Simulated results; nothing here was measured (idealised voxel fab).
The process module presented herein is designated voxel self aligned contacts.
The figure presents cross-section cut, which has a width of 285 nm and is divided into square cells with an edge length of 5 nm.
Notation: cross-section as square-cell grid; stated in bands, top first, going down; one or more cell rows per band.
Top, bottom (nm), then materials left to right with widths (nm); lone material tagged "edge to edge" fills the whole band edge to edge; "air" = empty space.
The reference from which all heights are counted is 0, the level beneath which the as-received wafer is entirely one material; the lowest band, having no lower bound, proceeds downward and is written after the example "0 nm and below".
Think of "30..40" as a width that walks from the first number to the second as you go down the band, top row to bottom row, taking equal-sized steps from row to row.
"no change" after a step means that no cell of the cross-section changed.
Basically, "Enclosed cavity list" tells you about the enclosed voids: empty spaces with no open way to the top, 8 cells or bigger, each written width x height at distance, where distance is from the left edge, all in nm.
Read whatever lies past the settings on a step's line as the simulator's own remark about the step.
Regarding "overlay nm": on a step with a mask, it is the distance the mask lay to the right of its planned place; a negative value places it to the left.

Plan:
1: RECEIVE, material Si
2: OXIDIZE, depth nm 5
3: DIRECTIONAL_DEP, material polySi, thk nm 20
4: DIRECTIONAL_DEP, material SiN, thk nm 20
5: MASKED_ETCH, tone cover, mask id GATE, width nm 30, pitch nm 60, etch materials SiN, depth nm 20, overlay nm 0
6: MASKED_ETCH, tone cover, mask id GATE, width nm 30, pitch nm 60, etch materials polySi, depth nm 20, overlay nm 0
7: CONFORMAL_DEP, material SiN, thk nm 5
8: DIRECTIONAL_ETCH, etch materials SiN, depth nm 5
9: FILL_DEP, material SiO2, thk nm 15
10: CMP, height nm 45
11: MASKED_ETCH, tone open, mask id CONTACT, width nm 40, etch materials SiO2, depth nm 50, overlay nm 0
12: CONFORMAL_DEP, material TiN, thk nm 5
13: FILL_DEP, material W, thk nm 10
14: CMP, height nm 45
15: CONFORMAL_DEP, material SiN, thk nm 5

The cross-section here shows the wafer as received, i.e. in its state after step 1:
    0 nm and below | Si edge to edge
    Enclosed cavity list: none

The plan above was carried out on the starting structure above with one mistake, and this cross-section shows the wafer at the end of the module:
    50 nm to 45 nm | SiN edge to edge
    45 nm to 40 nm | SiO2: 120 / TiN: 40 / SiO2: 125
    40 nm to 20 nm | SiN: 100 / SiO2: 20 / SiN: 40 / SiO2: 20 / SiN: 105
    20 nm to 0 nm | polySi edge to edge
    0 nm to -5 nm | SiO2 edge to edge
    -5 nm and below | Si edge to edge
    Enclosed cavity list: none
Here's what went sideways: step 5 went in with a setting other than planned; the actual run was MASKED_ETCH, tone open, mask id GATE, width nm 30, pitch nm 60, etch materials SiN, depth nm 20, overlay nm 0
